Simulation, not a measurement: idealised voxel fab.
Module name: voxel released beams (process module)
cross-section cut | 300 nm wide | cells 5 nm
A cross-section in this document is a grid of square cells, and it is written down as bands, the top band listed before the ones below it; a band is made up of one or more rows of cells. The band entry comprises the height of the band's top followed by the height of its bottom, expressed in nm, and subsequently the band's materials from left to right, each stated together with its width in nm. Where a single material is marked with the word "everywhere", that material fills the band from edge to edge. The word "blank" represents empty space. The level at which height equals 0 is the one under which the wafer, as it arrives, is entirely one material. No lower edge exists for the bottom band, which continues downward and is notated as in "0 and below". Width: "30->40" (first number = top row, second number = bottom row, same change from row to row of cells). "no alteration" -> step changed no cross-section cell. "Closed cavities" lists enclosed empty spaces (at least 8 cells, no open path upward to the top), each as width x height at distance from the left edge, in nm. Past the settings on a step's line: simulator remark, on that step. "overlay nm" denotes, for a step that has a mask, the displacement of the mask to the right of its planned place, with negative values corresponding to the left.

## The following list gives the planned process steps
- 1: RECEIVE,material Si
- 2: CONFORMAL_DEP,material SiN,thk nm 5
- 3: DIRECTIONAL_DEP,material SiO2,thk nm 15
- 4: DIRECTIONAL_DEP,material aC,thk nm 10
- 5: PATTERN,tone open,mask id ANCHOR,material resist,width nm 30,thk nm 30,overlay nm 0
- 6: DIRECTIONAL_ETCH,etch materials aC,depth nm 10
- 7: STRIP,etch materials resist
- 8: DIRECTIONAL_ETCH,etch materials SiO2,depth nm 15
- 9: STRIP,etch materials aC
- 10: CONFORMAL_DEP,material polySi,thk nm 10
- 11: PATTERN,tone cover,mask id BEAM,material resist,width nm 105,thk nm 15,overlay nm 0
- 12: DIRECTIONAL_ETCH,etch materials polySi,depth nm 10
- 13: STRIP,etch materials resist
- 14: STRIP,etch materials SiO2

## First wafer of two (run as planned)

## Shown in cross-section is the wafer as received, that is, as it stands after step 1
	0 and below: Si everywhere
	Closed cavities: none

## Wafer section view after processing step 2
	5 down to 0: SiN everywhere
	Anything lower than 0 is untouched.

## Wafer section view after processing step 3
	20 down to 5: SiO2 everywhere
	Anything lower than 5 is untouched.

## Wafer section view after processing step 4
	30 down to 20: aC everywhere
	Anything lower than 20 is untouched.

## Wafer section view after processing step 5
	60 down to 30: resist 100, then blank 30, then resist 170
	Anything lower than 30 is untouched.

## Wafer section view after processing step 6
	50 down to 30: resist 100, then blank 30, then resist 170
	30 down to 20: aC 100, then blank 30, then aC 170
	Anything lower than 20 is untouched.

## Wafer section view after processing step 7
	30 down to 20: aC 100, then blank 30, then aC 170
	Anything lower than 20 is untouched.

## Wafer section view after processing step 8
	30 down to 20: aC 100, then blank 30, then aC 170
	20 down to 5: SiO2 100, then blank 30, then SiO2 170
	Anything lower than 5 is untouched.

## Wafer section view after processing step 9
	20 down to 5: SiO2 100, then blank 30, then SiO2 170
	Anything lower than 5 is untouched.

## Wafer section view after processing step 10
	30 down to 20: polySi 110, then blank 10, then polySi 180
	20 down to 15: SiO2 100, then polySi 10, then blank 10, then polySi 10, then SiO2 170
	15 down to 5: SiO2 100, then polySi 30, then SiO2 170
	Anything lower than 5 is untouched.

## Wafer section view after processing step 11
	45 down to 30: blank 95, then resist 105, then blank 100
	30 down to 20: polySi 110, then resist 10, then polySi 180
	20 down to 15: SiO2 100, then polySi 10, then resist 10, then polySi 10, then SiO2 170
	Anything lower than 15 is untouched.

## Wafer section view after processing step 12
	45 down to 30: blank 95, then resist 105, then blank 100
	30 down to 20: blank 95, then polySi 15, then resist 10, then polySi 80, then blank 100
	Anything lower than 20 is untouched.

## Wafer section view after processing step 13
	30 down to 20: blank 95, then polySi 15, then blank 10, then polySi 80, then blank 100
	20 down to 15: SiO2 100, then polySi 10, then blank 10, then polySi 10, then SiO2 170
	Anything lower than 15 is untouched.

## Wafer section view after processing step 14
	30 down to 20: blank 95, then polySi 15, then blank 10, then polySi 80, then blank 100
	20 down to 15: blank 100, then polySi 10, then blank 10, then polySi 10, then blank 170
	15 down to 5: blank 100, then polySi 30, then blank 170
	Anything lower than 5 is untouched.

## Notes, second wafer: start = first wafer's, plan = first wafer's, execution had one mistake; history identical to first through step 9

## Second wafer shown in cross-section at the time step 10 was slated to end
	30 down to 20: aC 110, then blank 10, then aC 180
	20 down to 15: SiO2 100, then aC 10, then blank 10, then aC 10, then SiO2 170
	15 down to 5: SiO2 100, then aC 30, then SiO2 170
	Anything lower than 5 is untouched.

## Second wafer shown in cross-section at the time step 11 was slated to end
	45 down to 30: blank 95, then resist 105, then blank 100
	30 down to 20: aC 110, then resist 10, then aC 180
	20 down to 15: SiO2 100, then aC 10, then resist 10, then aC 10, then SiO2 170
	Anything lower than 15 is untouched.

Second wafer shown in cross-section at the time step 12 was slated to end: no alteration

## Second wafer shown in cross-section at the time step 13 was slated to end
	30 down to 20: aC 110, then blank 10, then aC 180
	20 down to 15: SiO2 100, then aC 10, then blank 10, then aC 10, then SiO2 170
	Anything lower than 15 is untouched.

Second wafer shown in cross-section at the time step 14 was slated to end: no alteration
Error vs. plan: step 10 was processed under conditions differing from the plan, specifically as CONFORMAL_DEP,material aC,thk nm 10
Final wafer comparison in cells, second versus first, more or fewer per material: +162 SiO2; +132 aC; -54 polySi
